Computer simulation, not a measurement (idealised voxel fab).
process module | voxel transistor to metal
cross-section cut | 200 nm wide | cells 5 nm
A cross-section is a grid of square cells, given in bands from the top down. A band is one or more rows of cells.
Each band's line starts with the height of the band's top and of its bottom, in nm. Then come its materials from left to right, each with its width in nm. One material with "throughout" fills the band from edge to edge. "air" is empty space.
Height 0 is the level under which the wafer as received is all one material. The lowest band goes on downwards, as in "0 down".
A width such as "30 to 40" changes by the same amount from each row of cells to the next, from the band's top row to its bottom row.
"no change" after a step means that no cell of the cross-section changed.
closed voids: empty space of 8 cells or more with no open way to the top, each as width x height at its distance from the left edge, in nm
after a step's settings: what the simulator itself notes on the step
overlay nm, on a step with a mask: how far to the right of its planned place the mask lay; to the left if negative
plan
1 op RECEIVE | material Si
2 op OXIDIZE | depth nm 5
3 op CONFORMAL_DEP | material SiN | thk nm 15
4 op MASKED_ETCH | tone cover | mask id ACTIVE | width nm 110 | etch materials SiN | depth nm 15 | overlay nm 0
5 op MASKED_ETCH | tone cover | mask id ACTIVE | width nm 110 | etch materials SiO2 | depth nm 5 | overlay nm 0
6 op MASKED_ETCH | tone cover | mask id ACTIVE | width nm 110 | etch materials Si | depth nm 25 | overlay nm 0
7 op FILL_DEP | material SiO2 | thk nm 5
8 op CMP | height nm 15
9 op SELECTIVE_ETCH | etch materials SiO2 | depth nm 10
10 op STRIP | etch materials SiN
11 op SELECTIVE_ETCH | etch materials SiO2 | depth nm 5
12 op OXIDIZE | depth nm 5
13 op DIRECTIONAL_DEP | material polySi | thk nm 20
14 op DIRECTIONAL_DEP | material SiCN | thk nm 15
15 op MASKED_ETCH | tone cover | mask id GATE | width nm 30 | etch materials SiCN | depth nm 25 | overlay nm 0
16 op MASKED_ETCH | tone cover | mask id GATE | width nm 30 | etch materials polySi | depth nm 30 | overlay nm 0
17 op CONFORMAL_DEP | material SiN | thk nm 10
18 op DIRECTIONAL_ETCH | etch materials SiN | depth nm 10
19 op DIRECTIONAL_ETCH | etch materials SiO2 | depth nm 5
20 op DIRECTIONAL_ETCH | etch materials Si | depth nm 10
21 op EPI | material SiGe | thk nm 10
22 op FILL_DEP | material SiO2 | thk nm 10
23 op CMP | height nm 15
24 op STRIP | etch materials polySi
25 op SELECTIVE_ETCH | etch materials SiO2 | depth nm 5
26 op CONFORMAL_DEP | material HfO2 | thk nm 5
27 op CONFORMAL_DEP | material TiN | thk nm 5
28 op FILL_DEP | material W | thk nm 10
29 op CMP | height nm 10
30 op DIRECTIONAL_DEP | material SiO2 | thk nm 15
31 op MASKED_ETCH | tone open | mask id CONTACT | width nm 20 | pitch nm 80 | etch materials SiO2 | depth nm 35 | overlay nm 0
32 op CONFORMAL_DEP | material TiN | thk nm 5
33 op FILL_DEP | material W | thk nm 5
34 op CMP | height nm 25
35 op DIRECTIONAL_DEP | material TiN | thk nm 5
36 op DIRECTIONAL_DEP | material W | thk nm 20
37 op DIRECTIONAL_DEP | material aC | thk nm 10
38 op PATTERN | tone cover | mask id METAL_1 | material resist | width nm 20 | pitch nm 80 | thk nm 25 | overlay nm 0
39 op DIRECTIONAL_ETCH | etch materials aC | depth nm 10
40 op STRIP | etch materials resist
41 op DIRECTIONAL_ETCH | etch materials W | depth nm 20
42 op DIRECTIONAL_ETCH | etch materials TiN | depth nm 5
43 op STRIP | etch materials aC
44 op CONFORMAL_DEP | material SiN | thk nm 5
45 op FILL_DEP | material SiO2 | thk nm 10
46 op CMP | height nm 50
47 op CONFORMAL_DEP | material SiN | thk nm 5
first wafer, as planned
as received, after step 1
  0 down: Si throughout
  closed voids: none
after step 2
  0 to -5: SiO2 throughout
  below -5: unchanged
after step 3
  15 to 0: SiN throughout
  below 0: unchanged
after step 4
  15 to 0: air 45 | SiN 110 | air 45
  below 0: unchanged
after step 5
  15 to 0: air 45 | SiN 110 | air 45
  0 to -5: air 45 | SiO2 110 | air 45
  below -5: unchanged
after step 6
  15 to 0: air 45 | SiN 110 | air 45
  0 to -5: air 45 | SiO2 110 | air 45
  -5 to -30: air 45 | Si 110 | air 45
  below -30: unchanged
after step 7
  20 to 15: SiO2 throughout
  15 to 0: SiO2 45 | SiN 110 | SiO2 45
  0 to -5: SiO2 throughout
  -5 to -30: SiO2 45 | Si 110 | SiO2 45
  below -30: unchanged
after step 8
  15 to 0: SiO2 45 | SiN 110 | SiO2 45
  below 0: unchanged
after step 9
  15 to 5: air 45 | SiN 110 | air 45
  below 5: unchanged
after step 10
  5 to 0: SiO2 45 | air 110 | SiO2 45
  below 0: unchanged
after step 11
  0 to -5: SiO2 40 | air 120 | SiO2 40
  below -5: unchanged
after step 12
  0 to -5: SiO2 40 | air 120 | SiO2 40
  -5 to -10: SiO2 throughout
  below -10: unchanged
after step 13
  20 to 15: polySi 40 | air 120 | polySi 40
  15 to 0: polySi throughout
  0 to -5: SiO2 40 | polySi 120 | SiO2 40
  below -5: unchanged
after step 14
  35 to 30: SiCN 40 | air 120 | SiCN 40
  30 to 20: SiCN throughout
  20 to 15: polySi 40 | SiCN 120 | polySi 40
  below 15: unchanged
after step 15
  30 to 20: air 85 | SiCN 30 | air 85
  20 to 15: polySi 40 | air 45 | SiCN 30 | air 45 | polySi 40
  below 15: unchanged
after step 16
  30 to 15: air 85 | SiCN 30 | air 85
  15 to 0: air 85 | polySi 30 | air 85
  0 to -5: SiO2 40 | air 45 | polySi 30 | air 45 | SiO2 40
  below -5: unchanged
after step 17
  40 to 30: air 75 | SiN 50 | air 75
  30 to 15: air 75 | SiN 10 | SiCN 30 | SiN 10 | air 75
  15 to 10: air 75 | SiN 10 | polySi 30 | SiN 10 | air 75
  10 to 5: SiN 50 | air 25 | SiN 10 | polySi 30 | SiN 10 | air 25 | SiN 50
  5 to 0: SiN 85 | polySi 30 | SiN 85
  0 to -5: SiO2 40 | SiN 45 | polySi 30 | SiN 45 | SiO2 40
  below -5: unchanged
after step 18
  30 to 15: air 75 | SiN 10 | SiCN 30 | SiN 10 | air 75
  15 to 0: air 75 | SiN 10 | polySi 30 | SiN 10 | air 75
  0 to -5: SiO2 40 | SiN 10 | air 25 | SiN 10 | polySi 30 | SiN 10 | air 25 | SiN 10 | SiO2 40
  below -5: unchanged
after step 19
  30 to 15: air 75 | SiN 10 | SiCN 30 | SiN 10 | air 75
  15 to 0: air 75 | SiN 10 | polySi 30 | SiN 10 | air 75
  0 to -5: air 40 | SiN 10 | air 25 | SiN 10 | polySi 30 | SiN 10 | air 25 | SiN 10 | air 40
  -5 to -10: SiO2 50 | air 25 | SiO2 50 | air 25 | SiO2 50
  below -10: unchanged
after step 20
  30 to 15: air 75 | SiN 10 | SiCN 30 | SiN 10 | air 75
  15 to 0: air 75 | SiN 10 | polySi 30 | SiN 10 | air 75
  0 to -5: air 40 | SiN 10 | air 25 | SiN 10 | polySi 30 | SiN 10 | air 25 | SiN 10 | air 40
  -5 to -10: SiO2 50 | air 25 | SiO2 50 | air 25 | SiO2 50
  -10 to -20: SiO2 45 | Si 5 | air 25 | Si 50 | air 25 | Si 5 | SiO2 45
  below -20: unchanged
after step 21
  30 to 15: air 75 | SiN 10 | SiCN 30 | SiN 10 | air 75
  15 to 0: air 75 | SiN 10 | polySi 30 | SiN 10 | air 75
  0 to -5: air 40 | SiN 10 | SiGe 10 | air 5 | SiGe 10 | SiN 10 | polySi 30 | SiN 10 | SiGe 10 | air 5 | SiGe 10 | SiN 10 | air 40
  -5 to -10: SiO2 50 | SiGe 10 | air 5 | SiGe 10 | SiO2 50 | SiGe 10 | air 5 | SiGe 10 | SiO2 50
  -10 to -20: SiO2 45 | Si 5 | SiGe 25 | Si 50 | SiGe 25 | Si 5 | SiO2 45
  below -20: unchanged
after step 22
  40 to 30: SiO2 throughout
  30 to 15: SiO2 75 | SiN 10 | SiCN 30 | SiN 10 | SiO2 75
  15 to 0: SiO2 75 | SiN 10 | polySi 30 | SiN 10 | SiO2 75
  0 to -5: SiO2 40 | SiN 10 | SiGe 10 | SiO2 5 | SiGe 10 | SiN 10 | polySi 30 | SiN 10 | SiGe 10 | SiO2 5 | SiGe 10 | SiN 10 | SiO2 40
  -5 to -10: SiO2 50 | SiGe 10 | SiO2 5 | SiGe 10 | SiO2 50 | SiGe 10 | SiO2 5 | SiGe 10 | SiO2 50
  below -10: unchanged
after step 23
  15 to 0: SiO2 75 | SiN 10 | polySi 30 | SiN 10 | SiO2 75
  below 0: unchanged
after step 24
  15 to 0: SiO2 75 | SiN 10 | air 30 | SiN 10 | SiO2 75
  0 to -5: SiO2 40 | SiN 10 | SiGe 10 | SiO2 5 | SiGe 10 | SiN 10 | air 30 | SiN 10 | SiGe 10 | SiO2 5 | SiGe 10 | SiN 10 | SiO2 40
  below -5: unchanged
after step 25
  15 to 10: air 75 | SiN 10 | air 30 | SiN 10 | air 75
  10 to 0: SiO2 75 | SiN 10 | air 30 | SiN 10 | SiO2 75
  0 to -5: SiO2 40 | SiN 10 | SiGe 10 | SiO2 5 | SiGe 10 | SiN 10 | air 30 | SiN 10 | SiGe 10 | SiO2 5 | SiGe 10 | SiN 10 | SiO2 40
  -5 to -10: SiO2 50 | SiGe 10 | SiO2 5 | SiGe 10 | SiO2 5 | air 40 | SiO2 5 | SiGe 10 | SiO2 5 | SiGe 10 | SiO2 50
  below -10: unchanged
after step 26
  20 to 15: air 70 | HfO2 20 | air 20 | HfO2 20 | air 70
  15 to 10: HfO2 75 | SiN 10 | HfO2 5 | air 20 | HfO2 5 | SiN 10 | HfO2 75
  10 to 0: SiO2 75 | SiN 10 | HfO2 5 | air 20 | HfO2 5 | SiN 10 | SiO2 75
  0 to -5: SiO2 40 | SiN 10 | SiGe 10 | SiO2 5 | SiGe 10 | SiN 10 | HfO2 5 | air 20 | HfO2 5 | SiN 10 | SiGe 10 | SiO2 5 | SiGe 10 | SiN 10 | SiO2 40
  -5 to -10: SiO2 50 | SiGe 10 | SiO2 5 | SiGe 10 | SiO2 5 | HfO2 40 | SiO2 5 | SiGe 10 | SiO2 5 | SiGe 10 | SiO2 50
  below -10: unchanged
after step 27
  25 to 20: air 65 | TiN 30 | air 10 | TiN 30 | air 65
  20 to 15: TiN 70 | HfO2 20 | TiN 5 | air 10 | TiN 5 | HfO2 20 | TiN 70
  15 to 10: HfO2 75 | SiN 10 | HfO2 5 | TiN 5 | air 10 | TiN 5 | HfO2 5 | SiN 10 | HfO2 75
  10 to 0: SiO2 75 | SiN 10 | HfO2 5 | TiN 5 | air 10 | TiN 5 | HfO2 5 | SiN 10 | SiO2 75
  0 to -5: SiO2 40 | SiN 10 | SiGe 10 | SiO2 5 | SiGe 10 | SiN 10 | HfO2 5 | TiN 20 | HfO2 5 | SiN 10 | SiGe 10 | SiO2 5 | SiGe 10 | SiN 10 | SiO2 40
  below -5: unchanged
after step 28
  35 to 25: W throughout
  25 to 20: W 65 | TiN 30 | W 10 | TiN 30 | W 65
  20 to 15: TiN 70 | HfO2 20 | TiN 5 | W 10 | TiN 5 | HfO2 20 | TiN 70
  15 to 10: HfO2 75 | SiN 10 | HfO2 5 | TiN 5 | W 10 | TiN 5 | HfO2 5 | SiN 10 | HfO2 75
  10 to 0: SiO2 75 | SiN 10 | HfO2 5 | TiN 5 | W 10 | TiN 5 | HfO2 5 | SiN 10 | SiO2 75
  below 0: unchanged
after step 29
  10 to 0: SiO2 75 | SiN 10 | HfO2 5 | TiN 5 | W 10 | TiN 5 | HfO2 5 | SiN 10 | SiO2 75
  below 0: unchanged
after step 30
  25 to 10: SiO2 throughout
  below 10: unchanged
after step 31
  25 to 10: SiO2 50 | air 20 | SiO2 60 | air 20 | SiO2 50
  10 to 0: SiO2 50 | air 20 | SiO2 5 | SiN 10 | HfO2 5 | TiN 5 | W 10 | TiN 5 | HfO2 5 | SiN 10 | SiO2 5 | air 20 | SiO2 50
  0 to -5: SiO2 40 | SiN 10 | SiGe 10 | air 5 | SiGe 10 | SiN 10 | HfO2 5 | TiN 20 | HfO2 5 | SiN 10 | SiGe 10 | air 5 | SiGe 10 | SiN 10 | SiO2 40
  -5 to -10: SiO2 50 | SiGe 10 | air 5 | SiGe 10 | SiO2 5 | HfO2 40 | SiO2 5 | SiGe 10 | air 5 | SiGe 10 | SiO2 50
  below -10: unchanged
after step 32
  30 to 25: TiN 55 | air 10 | TiN 70 | air 10 | TiN 55
  25 to 10: SiO2 50 | TiN 5 | air 10 | TiN 5 | SiO2 60 | TiN 5 | air 10 | TiN 5 | SiO2 50
  10 to 5: SiO2 50 | TiN 5 | air 10 | TiN 5 | SiO2 5 | SiN 10 | HfO2 5 | TiN 5 | W 10 | TiN 5 | HfO2 5 | SiN 10 | SiO2 5 | TiN 5 | air 10 | TiN 5 | SiO2 50
  5 to 0: SiO2 50 | TiN 20 | SiO2 5 | SiN 10 | HfO2 5 | TiN 5 | W 10 | TiN 5 | HfO2 5 | SiN 10 | SiO2 5 | TiN 20 | SiO2 50
  0 to -5: SiO2 40 | SiN 10 | SiGe 10 | TiN 5 | SiGe 10 | SiN 10 | HfO2 5 | TiN 20 | HfO2 5 | SiN 10 | SiGe 10 | TiN 5 | SiGe 10 | SiN 10 | SiO2 40
  -5 to -10: SiO2 50 | SiGe 10 | TiN 5 | SiGe 10 | SiO2 5 | HfO2 40 | SiO2 5 | SiGe 10 | TiN 5 | SiGe 10 | SiO2 50
  below -10: unchanged
after step 33
  35 to 30: W throughout
  30 to 25: TiN 55 | W 10 | TiN 70 | W 10 | TiN 55
  25 to 10: SiO2 50 | TiN 5 | W 10 | TiN 5 | SiO2 60 | TiN 5 | W 10 | TiN 5 | SiO2 50
  10 to 5: SiO2 50 | TiN 5 | W 10 | TiN 5 | SiO2 5 | SiN 10 | HfO2 5 | TiN 5 | W 10 | TiN 5 | HfO2 5 | SiN 10 | SiO2 5 | TiN 5 | W 10 | TiN 5 | SiO2 50
  below 5: unchanged
after step 34
  25 to 10: SiO2 50 | TiN 5 | W 10 | TiN 5 | SiO2 60 | TiN 5 | W 10 | TiN 5 | SiO2 50
  below 10: unchanged
after step 35
  30 to 25: TiN throughout
  below 25: unchanged
after step 36
  50 to 30: W throughout
  below 30: unchanged
after step 37
  60 to 50: aC throughout
  below 50: unchanged
after step 38
  85 to 60: air 50 | resist 20 | air 60 | resist 20 | air 50
  below 60: unchanged
after step 39
  75 to 60: air 50 | resist 20 | air 60 | resist 20 | air 50
  60 to 50: air 50 | aC 20 | air 60 | aC 20 | air 50
  below 50: unchanged
after step 40
  60 to 50: air 50 | aC 20 | air 60 | aC 20 | air 50
  below 50: unchanged
after step 41
  60 to 50: air 50 | aC 20 | air 60 | aC 20 | air 50
  50 to 30: air 50 | W 20 | air 60 | W 20 | air 50
  below 30: unchanged
after step 42
  60 to 50: air 50 | aC 20 | air 60 | aC 20 | air 50
  50 to 30: air 50 | W 20 | air 60 | W 20 | air 50
  30 to 25: air 50 | TiN 20 | air 60 | TiN 20 | air 50
  below 25: unchanged
after step 43
  50 to 30: air 50 | W 20 | air 60 | W 20 | air 50
  below 30: unchanged
after step 44
  55 to 50: air 45 | SiN 30 | air 50 | SiN 30 | air 45
  50 to 30: air 45 | SiN 5 | W 20 | SiN 5 | air 50 | SiN 5 | W 20 | SiN 5 | air 45
  30 to 25: SiN 50 | TiN 20 | SiN 60 | TiN 20 | SiN 50
  below 25: unchanged
after step 45
  65 to 55: SiO2 throughout
  55 to 50: SiO2 45 | SiN 30 | SiO2 50 | SiN 30 | SiO2 45
  50 to 30: SiO2 45 | SiN 5 | W 20 | SiN 5 | SiO2 50 | SiN 5 | W 20 | SiN 5 | SiO2 45
  below 30: unchanged
after step 46
  50 to 30: SiO2 45 | SiN 5 | W 20 | SiN 5 | SiO2 50 | SiN 5 | W 20 | SiN 5 | SiO2 45
  below 30: unchanged
after step 47
  55 to 50: SiN throughout
  below 50: unchanged
second wafer: like start, like plan, one mistake. Through step 29 it matches the first wafer
when step 30 should have ended
  40 to 10: SiO2 throughout
  below 10: unchanged
when step 31 should have ended
  40 to 10: SiO2 50 | air 20 | SiO2 60 | air 20 | SiO2 50
  10 to 5: SiO2 50 | air 20 | SiO2 5 | SiN 10 | HfO2 5 | TiN 5 | W 10 | TiN 5 | HfO2 5 | SiN 10 | SiO2 5 | air 20 | SiO2 50
  below 5: unchanged
when step 32 should have ended
  45 to 40: TiN 55 | air 10 | TiN 70 | air 10 | TiN 55
  40 to 10: SiO2 50 | TiN 5 | air 10 | TiN 5 | SiO2 60 | TiN 5 | air 10 | TiN 5 | SiO2 50
  10 to 5: SiO2 50 | TiN 20 | SiO2 5 | SiN 10 | HfO2 5 | TiN 5 | W 10 | TiN 5 | HfO2 5 | SiN 10 | SiO2 5 | TiN 20 | SiO2 50
  below 5: unchanged
when step 33 should have ended
  50 to 45: W throughout
  45 to 40: TiN 55 | W 10 | TiN 70 | W 10 | TiN 55
  40 to 10: SiO2 50 | TiN 5 | W 10 | TiN 5 | SiO2 60 | TiN 5 | W 10 | TiN 5 | SiO2 50
  below 10: unchanged
when step 34 should have ended
  25 to 10: SiO2 50 | TiN 5 | W 10 | TiN 5 | SiO2 60 | TiN 5 | W 10 | TiN 5 | SiO2 50
  below 10: unchanged
when step 35 should have ended
  30 to 25: TiN throughout
  below 25: unchanged
when step 36 should have ended
  50 to 30: W throughout
  below 30: unchanged
when step 37 should have ended
  60 to 50: aC throughout
  below 50: unchanged
when step 38 should have ended
  85 to 60: air 50 | resist 20 | air 60 | resist 20 | air 50
  below 60: unchanged
when step 39 should have ended
  75 to 60: air 50 | resist 20 | air 60 | resist 20 | air 50
  60 to 50: air 50 | aC 20 | air 60 | aC 20 | air 50
  below 50: unchanged
when step 40 should have ended
  60 to 50: air 50 | aC 20 | air 60 | aC 20 | air 50
  below 50: unchanged
when step 41 should have ended
  60 to 50: air 50 | aC 20 | air 60 | aC 20 | air 50
  50 to 30: air 50 | W 20 | air 60 | W 20 | air 50
  below 30: unchanged
when step 42 should have ended
  60 to 50: air 50 | aC 20 | air 60 | aC 20 | air 50
  50 to 30: air 50 | W 20 | air 60 | W 20 | air 50
  30 to 25: air 50 | TiN 20 | air 60 | TiN 20 | air 50
  below 25: unchanged
when step 43 should have ended
  50 to 30: air 50 | W 20 | air 60 | W 20 | air 50
  below 30: unchanged
when step 44 should have ended
  55 to 50: air 45 | SiN 30 | air 50 | SiN 30 | air 45
  50 to 30: air 45 | SiN 5 | W 20 | SiN 5 | air 50 | SiN 5 | W 20 | SiN 5 | air 45
  30 to 25: SiN 50 | TiN 20 | SiN 60 | TiN 20 | SiN 50
  below 25: unchanged
when step 45 should have ended
  65 to 55: SiO2 throughout
  55 to 50: SiO2 45 | SiN 30 | SiO2 50 | SiN 30 | SiO2 45
  50 to 30: SiO2 45 | SiN 5 | W 20 | SiN 5 | SiO2 50 | SiN 5 | W 20 | SiN 5 | SiO2 45
  below 30: unchanged
when step 46 should have ended
  50 to 30: SiO2 45 | SiN 5 | W 20 | SiN 5 | SiO2 50 | SiN 5 | W 20 | SiN 5 | SiO2 45
  below 30: unchanged
when step 47 should have ended
  55 to 50: SiN throughout
  below 50: unchanged
what went wrong: step 30 was run twice
at the end the second wafer has, in cells: 12 more of SiO2 | 8 fewer of TiN | 4 fewer of W
